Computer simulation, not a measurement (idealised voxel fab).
Process module in this document: voxel self aligned vias
In the cross-section labelled cut, the width is 165 nm and each square cell is 5 nm.
Notation: cross-section as square-cell grid; stated in bands, top first, going down; one or more cell rows per band. Look at the band entry: it leads with the top's height and the bottom's height in nm. Then it lists the materials left to right, with a width in nm for each. The word "throughout" on a single material says that material fills the band edge to edge. The word "blank" is empty space. Beneath 0, the wafer as received is one material, and that level is where height counting begins. The lowest band goes on downward without a bottom; it is written like "z 0 and below". Quick explanation for "30 to 40": the width changes in equal steps down the rows of cells, from the first number in the band's top row to the second number in its bottom row. Given "remains unaltered" for a step, no cell of the cross-section differs between before and after that step. "Closed internal cavities" means: voids of 8 cells or more that are shut off from the top with no open way through. Written width x height at distance, distance from the left edge, in nm. That trailing text on a step's line, after the settings, is the simulator's own remark on the step. overlay nm: mask right of planned place by this much (step with mask). Neg. = left.
**Planned process steps**
| 1 | RECEIVE,material Si |
| 2 | CONFORMAL_DEP,material SiO2,thk nm 15 |
| 3 | CONFORMAL_DEP,material SiCN,thk nm 5 |
| 4 | DIRECTIONAL_DEP,material lowk,thk nm 30 |
| 5 | PATTERN,tone open,mask id LINES,material resist,width nm 30,pitch nm 80,thk nm 20,overlay nm 0 |
| 6 | DIRECTIONAL_ETCH,etch materials lowk,depth nm 30 |
| 7 | STRIP,etch materials resist |
| 8 | CONFORMAL_DEP,material TiN,thk nm 5 |
| 9 | FILL_DEP,material W,thk nm 10 |
| 10 | CMP,height nm 50 |
| 11 | SELECTIVE_ETCH,etch materials W Ru TiN,depth nm 10 |
| 12 | FILL_DEP,material SiN,thk nm 5 |
| 13 | CMP,height nm 50 |
| 14 | DIRECTIONAL_DEP,material lowk,thk nm 20 |
| 15 | DIRECTIONAL_DEP,material aC,thk nm 10 |
| 16 | PATTERN,tone open,mask id VIAS,material resist,width nm 50,pitch nm 80,thk nm 30,overlay nm 0 |
| 17 | DIRECTIONAL_ETCH,etch materials aC,depth nm 10 |
| 18 | STRIP,etch materials resist |
| 19 | DIRECTIONAL_ETCH,etch materials lowk,depth nm 20 |
| 20 | DIRECTIONAL_ETCH,etch materials SiN,depth nm 10 |
| 21 | STRIP,etch materials aC |
| 22 | CONFORMAL_DEP,material TiN,thk nm 5 |
| 23 | FILL_DEP,material W,thk nm 10 |
| 24 | CMP,height nm 70 |
| 25 | CONFORMAL_DEP,material SiCN,thk nm 5 |
**The first wafer of two, processed as planned**
**Wafer cross-section on receipt, i.e. after step 1**
> z 0 and below: Si throughout
> Closed internal cavities: none
**Step 2 done - wafer cross-section**
> z 15 to 0: SiO2 throughout
> Anything lower than 0 is untouched.
**Step 3 done - wafer cross-section**
> z 20 to 15: SiCN throughout
> Anything lower than 15 is untouched.
**Step 4 done - wafer cross-section**
> z 50 to 20: lowk throughout
> Anything lower than 20 is untouched.
**Step 5 done - wafer cross-section**
> z 70 to 50: 25 of resist; 30 of blank; 50 of resist; 30 of blank; 30 of resist
> Anything lower than 50 is untouched.
**Step 6 done - wafer cross-section**
> z 70 to 50: 25 of resist; 30 of blank; 50 of resist; 30 of blank; 30 of resist
> z 50 to 20: 25 of lowk; 30 of blank; 50 of lowk; 30 of blank; 30 of lowk
> Anything lower than 20 is untouched.
**Step 7 done - wafer cross-section**
> z 50 to 20: 25 of lowk; 30 of blank; 50 of lowk; 30 of blank; 30 of lowk
> Anything lower than 20 is untouched.
**Step 8 done - wafer cross-section**
> z 55 to 50: 30 of TiN; 20 of blank; 60 of TiN; 20 of blank; 35 of TiN
> z 50 to 25: 25 of lowk; 5 of TiN; 20 of blank; 5 of TiN; 50 of lowk; 5 of TiN; 20 of blank; 5 of TiN; 30 of lowk
> z 25 to 20: 25 of lowk; 30 of TiN; 50 of lowk; 30 of TiN; 30 of lowk
> Anything lower than 20 is untouched.
**Step 9 done - wafer cross-section**
> z 65 to 55: W throughout
> z 55 to 50: 30 of TiN; 20 of W; 60 of TiN; 20 of W; 35 of TiN
> z 50 to 25: 25 of lowk; 5 of TiN; 20 of W; 5 of TiN; 50 of lowk; 5 of TiN; 20 of W; 5 of TiN; 30 of lowk
> Anything lower than 25 is untouched.
**Step 10 done - wafer cross-section**
> z 50 to 25: 25 of lowk; 5 of TiN; 20 of W; 5 of TiN; 50 of lowk; 5 of TiN; 20 of W; 5 of TiN; 30 of lowk
> Anything lower than 25 is untouched.
**Step 11 done - wafer cross-section**
> z 50 to 40: 25 of lowk; 30 of blank; 50 of lowk; 30 of blank; 30 of lowk
> Anything lower than 40 is untouched.
**Step 12 done - wafer cross-section**
> z 55 to 50: SiN throughout
> z 50 to 40: 25 of lowk; 30 of SiN; 50 of lowk; 30 of SiN; 30 of lowk
> Anything lower than 40 is untouched.
**Step 13 done - wafer cross-section**
> z 50 to 40: 25 of lowk; 30 of SiN; 50 of lowk; 30 of SiN; 30 of lowk
> Anything lower than 40 is untouched.
**Step 14 done - wafer cross-section**
> z 70 to 50: lowk throughout
> Anything lower than 50 is untouched.
**Step 15 done - wafer cross-section**
> z 80 to 70: aC throughout
> Anything lower than 70 is untouched.
**Step 16 done - wafer cross-section**
> z 110 to 80: 15 of resist; 50 of blank; 30 of resist; 50 of blank; 20 of resist
> Anything lower than 80 is untouched.
**Step 17 done - wafer cross-section**
> z 100 to 80: 15 of resist; 50 of blank; 30 of resist; 50 of blank; 20 of resist
> z 80 to 70: 15 of aC; 50 of blank; 30 of aC; 50 of blank; 20 of aC
> Anything lower than 70 is untouched.
**Step 18 done - wafer cross-section**
> z 80 to 70: 15 of aC; 50 of blank; 30 of aC; 50 of blank; 20 of aC
> Anything lower than 70 is untouched.
**Step 19 done - wafer cross-section**
> z 80 to 70: 15 of aC; 50 of blank; 30 of aC; 50 of blank; 20 of aC
> z 70 to 50: 15 of lowk; 50 of blank; 30 of lowk; 50 of blank; 20 of lowk
> Anything lower than 50 is untouched.
**Step 20 done - wafer cross-section**
> z 80 to 70: 15 of aC; 50 of blank; 30 of aC; 50 of blank; 20 of aC
> z 70 to 50: 15 of lowk; 50 of blank; 30 of lowk; 50 of blank; 20 of lowk
> z 50 to 40: 25 of lowk; 30 of blank; 50 of lowk; 30 of blank; 30 of lowk
> Anything lower than 40 is untouched.
**Step 21 done - wafer cross-section**
> z 70 to 50: 15 of lowk; 50 of blank; 30 of lowk; 50 of blank; 20 of lowk
> Anything lower than 50 is untouched.
**Step 22 done - wafer cross-section**
> z 75 to 70: 20 of TiN; 40 of blank; 40 of TiN; 40 of blank; 25 of TiN
> z 70 to 55: 15 of lowk; 5 of TiN; 40 of blank; 5 of TiN; 30 of lowk; 5 of TiN; 40 of blank; 5 of TiN; 20 of lowk
> z 55 to 45: 15 to 25 of lowk; 15 to 5 of TiN; 20 of blank; 15 to 5 of TiN; 30 to 50 of lowk; 15 to 5 of TiN; 20 of blank; 15 to 5 of TiN; 20 to 30 of lowk
> z 45 to 40: 25 of lowk; 30 of TiN; 50 of lowk; 30 of TiN; 30 of lowk
> Anything lower than 40 is untouched.
**Step 23 done - wafer cross-section**
> z 85 to 75: W throughout
> z 75 to 70: 20 of TiN; 40 of W; 40 of TiN; 40 of W; 25 of TiN
> z 70 to 55: 15 of lowk; 5 of TiN; 40 of W; 5 of TiN; 30 of lowk; 5 of TiN; 40 of W; 5 of TiN; 20 of lowk
> z 55 to 45: 15 to 25 of lowk; 15 to 5 of TiN; 20 of W; 15 to 5 of TiN; 30 to 50 of lowk; 15 to 5 of TiN; 20 of W; 15 to 5 of TiN; 20 to 30 of lowk
> Anything lower than 45 is untouched.
**Step 24 done - wafer cross-section**
> z 70 to 55: 15 of lowk; 5 of TiN; 40 of W; 5 of TiN; 30 of lowk; 5 of TiN; 40 of W; 5 of TiN; 20 of lowk
> Anything lower than 55 is untouched.
**Step 25 done - wafer cross-section**
> z 75 to 70: SiCN throughout
> Anything lower than 70 is untouched.
**Regarding the second of the two wafers: it shared the first wafer's starting condition and process plan, yet one error occurred during its execution. Its history coincides with that of the first wafer up to and including step 4**
**Cross-section of the second wafer when, according to plan, step 5 should have finished**
> z 70 to 50: 35 of resist; 30 of blank; 50 of resist; 30 of blank; 20 of resist
> Anything lower than 50 is untouched.
**Cross-section of the second wafer when, according to plan, step 6 should have finished**
> z 70 to 50: 35 of resist; 30 of blank; 50 of resist; 30 of blank; 20 of resist
> z 50 to 20: 35 of lowk; 30 of blank; 50 of lowk; 30 of blank; 20 of lowk
> Anything lower than 20 is untouched.
**Cross-section of the second wafer when, according to plan, step 7 should have finished**
> z 50 to 20: 35 of lowk; 30 of blank; 50 of lowk; 30 of blank; 20 of lowk
> Anything lower than 20 is untouched.
**Cross-section of the second wafer when, according to plan, step 8 should have finished**
> z 55 to 50: 40 of TiN; 20 of blank; 60 of TiN; 20 of blank; 25 of TiN
> z 50 to 25: 35 of lowk; 5 of TiN; 20 of blank; 5 of TiN; 50 of lowk; 5 of TiN; 20 of blank; 5 of TiN; 20 of lowk
> z 25 to 20: 35 of lowk; 30 of TiN; 50 of lowk; 30 of TiN; 20 of lowk
> Anything lower than 20 is untouched.
**Cross-section of the second wafer when, according to plan, step 9 should have finished**
> z 65 to 55: W throughout
> z 55 to 50: 40 of TiN; 20 of W; 60 of TiN; 20 of W; 25 of TiN
> z 50 to 25: 35 of lowk; 5 of TiN; 20 of W; 5 of TiN; 50 of lowk; 5 of TiN; 20 of W; 5 of TiN; 20 of lowk
> Anything lower than 25 is untouched.
**Cross-section of the second wafer when, according to plan, step 10 should have finished**
> z 50 to 25: 35 of lowk; 5 of TiN; 20 of W; 5 of TiN; 50 of lowk; 5 of TiN; 20 of W; 5 of TiN; 20 of lowk
> Anything lower than 25 is untouched.
**Cross-section of the second wafer when, according to plan, step 11 should have finished**
> z 50 to 40: 35 of lowk; 30 of blank; 50 of lowk; 30 of blank; 20 of lowk
> Anything lower than 40 is untouched.
**Cross-section of the second wafer when, according to plan, step 12 should have finished**
> z 55 to 50: SiN throughout
> z 50 to 40: 35 of lowk; 30 of SiN; 50 of lowk; 30 of SiN; 20 of lowk
> Anything lower than 40 is untouched.
**Cross-section of the second wafer when, according to plan, step 13 should have finished**
> z 50 to 40: 35 of lowk; 30 of SiN; 50 of lowk; 30 of SiN; 20 of lowk
> Anything lower than 40 is untouched.
**Cross-section of the second wafer when, according to plan, step 14 should have finished**
> z 70 to 50: lowk throughout
> Anything lower than 50 is untouched.
**Cross-section of the second wafer when, according to plan, step 15 should have finished**
> z 80 to 70: aC throughout
> Anything lower than 70 is untouched.
**Cross-section of the second wafer when, according to plan, step 16 should have finished**
> z 110 to 80: 15 of resist; 50 of blank; 30 of resist; 50 of blank; 20 of resist
> Anything lower than 80 is untouched.
**Cross-section of the second wafer when, according to plan, step 17 should have finished**
> z 100 to 80: 15 of resist; 50 of blank; 30 of resist; 50 of blank; 20 of resist
> z 80 to 70: 15 of aC; 50 of blank; 30 of aC; 50 of blank; 20 of aC
> Anything lower than 70 is untouched.
**Cross-section of the second wafer when, according to plan, step 18 should have finished**
> z 80 to 70: 15 of aC; 50 of blank; 30 of aC; 50 of blank; 20 of aC
> Anything lower than 70 is untouched.
**Cross-section of the second wafer when, according to plan, step 19 should have finished**
> z 80 to 70: 15 of aC; 50 of blank; 30 of aC; 50 of blank; 20 of aC
> z 70 to 50: 15 of lowk; 50 of blank; 30 of lowk; 50 of blank; 20 of lowk
> Anything lower than 50 is untouched.
**Cross-section of the second wafer when, according to plan, step 20 should have finished**
> z 80 to 70: 15 of aC; 50 of blank; 30 of aC; 50 of blank; 20 of aC
> z 70 to 50: 15 of lowk; 50 of blank; 30 of lowk; 50 of blank; 20 of lowk
> z 50 to 40: 35 of lowk; 30 of blank; 50 of lowk; 30 of blank; 20 of lowk
> Anything lower than 40 is untouched.
**Cross-section of the second wafer when, according to plan, step 21 should have finished**
> z 70 to 50: 15 of lowk; 50 of blank; 30 of lowk; 50 of blank; 20 of lowk
> Anything lower than 50 is untouched.
**Cross-section of the second wafer when, according to plan, step 22 should have finished**
> z 75 to 70: 20 of TiN; 40 of blank; 40 of TiN; 40 of blank; 25 of TiN
> z 70 to 55: 15 of lowk; 5 of TiN; 40 of blank; 5 of TiN; 30 of lowk; 5 of TiN; 40 of blank; 5 of TiN; 20 of lowk
> z 55 to 45: 15 to 35 of lowk; 25 to 5 of TiN; 20 of blank; 5 of TiN; 30 to 50 of lowk; 25 to 5 of TiN; 20 of blank; 5 of TiN; 20 of lowk
> z 45 to 40: 35 of lowk; 30 of TiN; 50 of lowk; 30 of TiN; 20 of lowk
> Anything lower than 40 is untouched.
**Cross-section of the second wafer when, according to plan, step 23 should have finished**
> z 85 to 75: W throughout
> z 75 to 70: 20 of TiN; 40 of W; 40 of TiN; 40 of W; 25 of TiN
> z 70 to 55: 15 of lowk; 5 of TiN; 40 of W; 5 of TiN; 30 of lowk; 5 of TiN; 40 of W; 5 of TiN; 20 of lowk
> z 55 to 45: 15 to 35 of lowk; 25 to 5 of TiN; 20 of W; 5 of TiN; 30 to 50 of lowk; 25 to 5 of TiN; 20 of W; 5 of TiN; 20 of lowk
> Anything lower than 45 is untouched.
**Cross-section of the second wafer when, according to plan, step 24 should have finished**
> z 70 to 55: 15 of lowk; 5 of TiN; 40 of W; 5 of TiN; 30 of lowk; 5 of TiN; 40 of W; 5 of TiN; 20 of lowk
> Anything lower than 55 is untouched.
**Cross-section of the second wafer when, according to plan, step 25 should have finished**
> z 75 to 70: SiCN throughout
> Anything lower than 70 is untouched.
what went wrong: step 5, actual vs plan mismatch, actual run PATTERN,tone open,mask id LINES,material resist,width nm 30,pitch nm 80,thk nm 20,overlay nm 10
When the process is done, the second wafer contains the same cell count of every material as the first wafer, but distributed over other locations.
